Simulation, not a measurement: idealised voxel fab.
voxel transistor to metal: a process module
Square cell edge 5 nm, section width 290 nm, ID cut.
How to read a cross-section here: the picture is a grid of square cells, written as bands going from the top down, and any band can span one or more rows of cells. This entry defines a band. It first specifies the height of the band's top and the height of its bottom in nm, and then specifies the band's materials from left to right, stating each material with its width in nm. The word "everywhere" identifies a single material that fills the band from edge to edge, while the word "empty" identifies empty space. It should be noted that heights are counted from 0, beneath which the wafer as supplied is of one material throughout, and that the lowest band possesses no lower boundary but continues downward, as written in "0 -> down". Note: "30..40" means the width goes from the first number (top row of the band) to the second number (bottom row) in equal steps per row of cells. Key: "left unchanged" - step with no changed cell in the cross-section. The list in "Closed internal cavities" covers empty spaces of 8 cells or more that cannot reach the top through any open way, and it gives each as width x height at distance; the distance is from the left edge, and width, height and distance are in nm. What comes after the settings on a step's line is commentary from the simulator itself on that step. The optional step-line setting "overlay nm" applies to steps with a mask and quantifies how far to the right of its planned location the mask lay, a negative value indicating leftward placement.

## The following list gives the planned process steps
- 1: RECEIVE with material Si
- 2: CONFORMAL_DEP with material SiO2, thk nm 5
- 3: CONFORMAL_DEP with material SiN, thk nm 10
- 4: MASKED_ETCH with tone cover, mask id ACTIVE, width nm 115, pitch nm 135, etch materials SiN, depth nm 10, overlay nm 0
- 5: MASKED_ETCH with tone cover, mask id ACTIVE, width nm 115, pitch nm 135, etch materials SiO2, depth nm 5, overlay nm 0
- 6: MASKED_ETCH with tone cover, mask id ACTIVE, width nm 115, pitch nm 135, etch materials Si, depth nm 30, overlay nm 0
- 7: FILL_DEP with material SiO2, thk nm 5
- 8: CMP with height nm 15
- 9: SELECTIVE_ETCH with etch materials SiO2, depth nm 5
- 10: STRIP with etch materials SiN
- 11: SELECTIVE_ETCH with etch materials SiO2, depth nm 5
- 12: OXIDIZE with depth nm 5
- 13: DIRECTIONAL_DEP with material polySi, thk nm 30
- 14: DIRECTIONAL_DEP with material SiCN, thk nm 10
- 15: PATTERN with tone cover, mask id GATE, material resist, width nm 35, pitch nm 135, thk nm 20, overlay nm 0
- 16: DIRECTIONAL_ETCH with etch materials SiCN, depth nm 20
- 17: DIRECTIONAL_ETCH with etch materials polySi, depth nm 40
- 18: STRIP with etch materials resist
- 19: CONFORMAL_DEP with material SiO2, thk nm 5
- 20: DIRECTIONAL_ETCH with etch materials SiO2, depth nm 5
- 21: CONFORMAL_DEP with material SiN, thk nm 10
- 22: DIRECTIONAL_ETCH with etch materials SiN, depth nm 10
- 23: DIRECTIONAL_ETCH with etch materials SiO2, depth nm 5
- 24: EPI with material SiGe, thk nm 5
- 25: FILL_DEP with material SiO2, thk nm 10
- 26: CMP with height nm 30
- 27: STRIP with etch materials polySi
- 28: SELECTIVE_ETCH with etch materials SiO2, depth nm 5
- 29: CONFORMAL_DEP with material HfO2, thk nm 5
- 30: CONFORMAL_DEP with material TiN, thk nm 5
- 31: FILL_DEP with material W, thk nm 10
- 32: CMP with height nm 25
- 33: DIRECTIONAL_DEP with material SiO2, thk nm 15
- 34: PATTERN with tone open, mask id CONTACT, material resist, width nm 15, thk nm 15, overlay nm 0
- 35: DIRECTIONAL_ETCH with etch materials SiO2, depth nm 40
- 36: STRIP with etch materials resist
- 37: CONFORMAL_DEP with material TiN, thk nm 5
- 38: FILL_DEP with material Ru, thk nm 5
- 39: CMP with height nm 40
- 40: DIRECTIONAL_DEP with material TiN, thk nm 5
- 41: DIRECTIONAL_DEP with material Ru, thk nm 15
- 42: MASKED_ETCH with tone cover, mask id METAL_1, width nm 15, etch materials Ru, depth nm 15, overlay nm 0
- 43: MASKED_ETCH with tone cover, mask id METAL_1, width nm 15, etch materials TiN, depth nm 5, overlay nm 0
- 44: FILL_DEP with material lowk, thk nm 10
- 45: CMP with height nm 60
- 46: CONFORMAL_DEP with material SiN, thk nm 5

## Wafer at receipt (post step 1), cross-section
	0 -> down = Si everywhere
	Closed internal cavities: none

## The module was run from the start shown above using the plan shown above, but one mistake was made doing it; the resulting wafer cross-section is below
	65 -> 60 = SiN everywhere
	60 -> 45 = lowk 25; Ru 15; lowk 75; Ru 15; lowk 30; Ru 15; lowk 75; Ru 15; lowk 25
	45 -> 40 = lowk 25; TiN 15; lowk 75; TiN 15; lowk 30; TiN 15; lowk 75; TiN 15; lowk 25
	40 -> 25 = SiO2 25; TiN 5; Ru 5; TiN 5; SiO2 75; TiN 5; Ru 5; TiN 5; SiO2 30; TiN 5; Ru 5; TiN 5; SiO2 75; TiN 5; Ru 5; TiN 5; SiO2 25
	25 -> 15 = SiO2 25; TiN 5; Ru 5; TiN 5; SiN 15; HfO2 5; TiN 5; W 25; TiN 5; HfO2 5; SiN 15; TiN 5; Ru 5; TiN 5; SiO2 30; TiN 5; Ru 5; TiN 5; SiN 15; HfO2 5; TiN 5; W 25; TiN 5; HfO2 5; SiN 15; TiN 5; Ru 5; TiN 5; SiO2 25
	15 -> 10 = SiO2 25; TiN 15; SiN 15; HfO2 5; TiN 5; W 25; TiN 5; HfO2 5; SiN 15; TiN 15; SiO2 30; TiN 15; SiN 15; HfO2 5; TiN 5; W 25; TiN 5; HfO2 5; SiN 15; TiN 15; SiO2 25
	10 -> 5 = SiN 35; TiN 5; SiN 15; HfO2 5; TiN 5; W 25; TiN 5; HfO2 5; SiN 15; TiN 5; SiN 50; TiN 5; SiN 15; HfO2 5; TiN 5; W 25; TiN 5; HfO2 5; SiN 15; TiN 5; SiN 35
	5 -> 0 = SiO2 20; SiN 35; HfO2 5; TiN 35; HfO2 5; SiN 35; SiO2 20; SiN 35; HfO2 5; TiN 35; HfO2 5; SiN 35; SiO2 20
	0 -> -5 = SiO2 55; HfO2 45; SiO2 90; HfO2 45; SiO2 55
	-5 -> -30 = SiO2 20; Si 115; SiO2 20; Si 115; SiO2 20
	-30 -> down = Si everywhere
	Closed internal cavities: none
Error vs. plan: step 21 off recipe, ran as CONFORMAL_DEP with material SiN, thk nm 15
